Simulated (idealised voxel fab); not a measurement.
You're looking at the process module voxel local oxidation.
The width of the displayed cross-section, cut, is 255 nm; its cells are square, with a size of 5 nm.
Just so we're on the same page, the cross-sections are grids of square cells, and they're listed out in bands top to bottom, each band one or more rows deep. For a band, the entry starts with two heights in nm, that of the top and then that of the bottom, and carries on with the band's materials in order from left to right, each alongside its width in nm; the word "edge to edge" beside a single material means it fills the band edge to edge, and "blank" means empty space. Convention: height 0 is the level below which the wafer, as received, is all one material. The lowest band does not terminate at the bottom but continues downward, represented as "z 0 and below". A two-number width, for instance "30..40", indicates that the width is equal to the first number in the top row of the band and to the second number in the bottom row, and that it changes by a constant amount per row of cells. When a step is marked "stayed the same", none of the cells in the cross-section changed during that step. Listed in "Non-vented voids": every empty space of 8 or more cells without an open way to the top. Form: width x height at distance, the distance being from the left edge, all in nm. On a step's line, text after the settings is the simulator commenting on that step. overlay nm: right-of-plan distance of the mask on a masked step; negative values mean left-of-plan.
### Here's what the planned process steps look like
1,RECEIVE,material Si
2,OXIDIZE,depth nm 5
3,CONFORMAL_DEP,material SiN,thk nm 10
4,PATTERN,tone cover,mask id ACTIVE,material resist,width nm 105,thk nm 20,overlay nm 0
5,DIRECTIONAL_ETCH,etch materials SiN,depth nm 10
6,STRIP,etch materials resist
7,SELECTIVE_ETCH,etch materials SiO2,depth nm 5
8,OXIDIZE,depth nm 10
9,STRIP,etch materials SiN
### As-received state of the wafer in cross-section, equivalent to post-step 1
	z 0 and below: Si edge to edge
	Non-vented voids: none
### Result of the module, cross-sectioned: start per above, plan per above, one error in how it was run
	z 0 to -5: blank: 80  SiO2: 95  blank: 80
	z -5 to -10: SiO2 edge to edge
	z -10 and below: Si edge to edge
	Non-vented voids: none
Diagnosis: step 2 ran differently from the plan; actual operation with settings: OXIDIZE,depth nm 10
